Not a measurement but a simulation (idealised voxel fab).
Documented hereafter: the process module known as voxel capacitor over wiring.
Square cells of 5 nm make up the cross-section cut, whose width is 150 nm.
Cross-section, as written here: a square-cell grid given band by band from the top down, where a band holds one or more rows of cells. What a band's entry tells you: where the top is and where the bottom is, as heights in nm, and after that what lies inside, material by material from left to right, each with its width in nm. Empty space is written as the word "empty", and a single material marked with the word "full width" occupies the band from edge to edge. Where do heights start? At 0: under that level the wafer as delivered is made of one material only. And the lowest band has no floor; it just carries on downward, as in "0 and below". It should be noted that a width expressed as "30 to 40" varies in equal increments from row to row of cells within the band, taking the value of the first number at the top row and that of the second number at the bottom row. Where a step carries "no modification", the cross-section came out of it unchanged, cell for cell. "Sealed internal voids": sealed empty spaces, 8 cells or more, no open way to top, listed width x height at distance, with distance from the left edge and width, height and distance in nm. Heads up: the bit after the settings on a step's line is the simulator's remark on that step. overlay nm: how far to the right of its planned place the mask lay on this masked step (negative: to the left).

### Listed below are the process steps as planned
- 1: RECEIVE,material Si
- 2: CONFORMAL_DEP,material SiO2,thk nm 15
- 3: CONFORMAL_DEP,material SiCN,thk nm 5
- 4: DIRECTIONAL_DEP,material lowk,thk nm 20
- 5: DIRECTIONAL_DEP,material aC,thk nm 15
- 6: PATTERN,tone open,mask id METAL_1,material resist,width nm 20,pitch nm 90,thk nm 35,overlay nm 0
- 7: DIRECTIONAL_ETCH,etch materials aC,depth nm 15
- 8: STRIP,etch materials resist
- 9: DIRECTIONAL_ETCH,etch materials lowk,depth nm 20
- 10: DIRECTIONAL_ETCH,etch materials SiCN,depth nm 5
- 11: STRIP,etch materials aC
- 12: CONFORMAL_DEP,material TiN,thk nm 5
- 13: FILL_DEP,material Cu,thk nm 10
- 14: CMP,height nm 40
- 15: CONFORMAL_DEP,material SiCN,thk nm 5
- 16: DIRECTIONAL_DEP,material SiO2,thk nm 10
- 17: DIRECTIONAL_DEP,material aC,thk nm 10
- 18: PATTERN,tone open,mask id PLUG_1,material resist,width nm 15,thk nm 25,overlay nm 0
- 19: DIRECTIONAL_ETCH,etch materials aC,depth nm 10
- 20: STRIP,etch materials resist
- 21: DIRECTIONAL_ETCH,etch materials SiO2,depth nm 10
- 22: DIRECTIONAL_ETCH,etch materials SiCN,depth nm 5
- 23: STRIP,etch materials aC
- 24: EPI,material Ru,thk nm 10
- 25: EPI,material Ru,thk nm 5
- 26: DIRECTIONAL_DEP,material TiN,thk nm 10
- 27: DIRECTIONAL_DEP,material SiN,thk nm 5
- 28: DIRECTIONAL_DEP,material TiN,thk nm 10
- 29: MASKED_ETCH,tone cover,mask id UPPER_PLATE,width nm 75,etch materials TiN,depth nm 10,overlay nm 0
- 30: MASKED_ETCH,tone cover,mask id UPPER_PLATE,width nm 75,etch materials SiN,depth nm 5,overlay nm 0
- 31: MASKED_ETCH,tone cover,mask id LOWER_PLATE,width nm 85,etch materials TiN,depth nm 10,overlay nm 0
- 32: FILL_DEP,material SiO2,thk nm 15
- 33: CMP,height nm 90
- 34: MASKED_ETCH,tone open,mask id PLUG_2,width nm 15,etch materials SiO2,depth nm 10,overlay nm 0
- 35: CONFORMAL_DEP,material TiN,thk nm 5
- 36: FILL_DEP,material Cu,thk nm 10
- 37: CMP,height nm 90
- 38: CONFORMAL_DEP,material SiCN,thk nm 5

### Step 1 complete: cross-section of the wafer as received
> 0 and below  Si full width
> Sealed internal voids: none

### Cross-sectional image of the first of two wafers at the end of the module, the run having proceeded as planned
> 95 down to 90  SiCN full width
> 90 down to 85  SiO2 35 nm | TiN 5 nm | Cu 5 nm | TiN 5 nm | SiO2 100 nm
> 85 down to 80  SiO2 35 nm | TiN 15 nm | SiO2 100 nm
> 80 down to 70  SiO2 25 nm | TiN 75 nm | SiO2 50 nm
> 70 down to 65  SiO2 25 nm | SiN 75 nm | SiO2 50 nm
> 65 down to 55  SiO2 20 nm | TiN 85 nm | SiO2 45 nm
> 55 down to 45  SiO2 25 nm | Ru 15 nm | SiO2 110 nm
> 45 down to 40  SiCN 25 nm | Ru 15 nm | SiCN 110 nm
> 40 down to 20  lowk 20 nm | TiN 5 nm | Cu 10 nm | TiN 5 nm | lowk 70 nm | TiN 5 nm | Cu 10 nm | TiN 5 nm | lowk 20 nm
> 20 down to 15  SiCN 20 nm | TiN 20 nm | SiCN 70 nm | TiN 20 nm | SiCN 20 nm
> 15 down to 0  SiO2 full width
> 0 and below  Si full width
> Sealed internal voids: none

### Now the second wafer, cross-sectioned at the end of the module. Nothing different at the start, nothing different in the plan compared with the first, just one mistake when it was actually run
> 95 down to 90  SiCN full width
> 90 down to 85  Cu 30 nm | TiN 5 nm | SiO2 15 nm | TiN 5 nm | Cu 95 nm
> 85 down to 80  TiN 35 nm | SiO2 15 nm | TiN 100 nm
> 80 down to 70  SiO2 25 nm | TiN 75 nm | SiO2 50 nm
> 70 down to 65  SiO2 25 nm | SiN 75 nm | SiO2 50 nm
> 65 down to 55  SiO2 20 nm | TiN 85 nm | SiO2 45 nm
> 55 down to 45  SiO2 25 nm | Ru 15 nm | SiO2 110 nm
> 45 down to 40  SiCN 25 nm | Ru 15 nm | SiCN 110 nm
> 40 down to 20  lowk 20 nm | TiN 5 nm | Cu 10 nm | TiN 5 nm | lowk 70 nm | TiN 5 nm | Cu 10 nm | TiN 5 nm | lowk 20 nm
> 20 down to 15  SiCN 20 nm | TiN 20 nm | SiCN 70 nm | TiN 20 nm | SiCN 20 nm
> 15 down to 0  SiO2 full width
> 0 and below  Si full width
> Sealed internal voids: none
Misprocessing identified: step 34 ran differently from the plan; actual operation with settings: MASKED_ETCH,tone cover,mask id PLUG_2,width nm 15,etch materials SiO2,depth nm 10,overlay nm 0
Count the cells at the end and the second wafer has more or fewer of some materials than the first: Cu +24; SiO2 -48; TiN +24
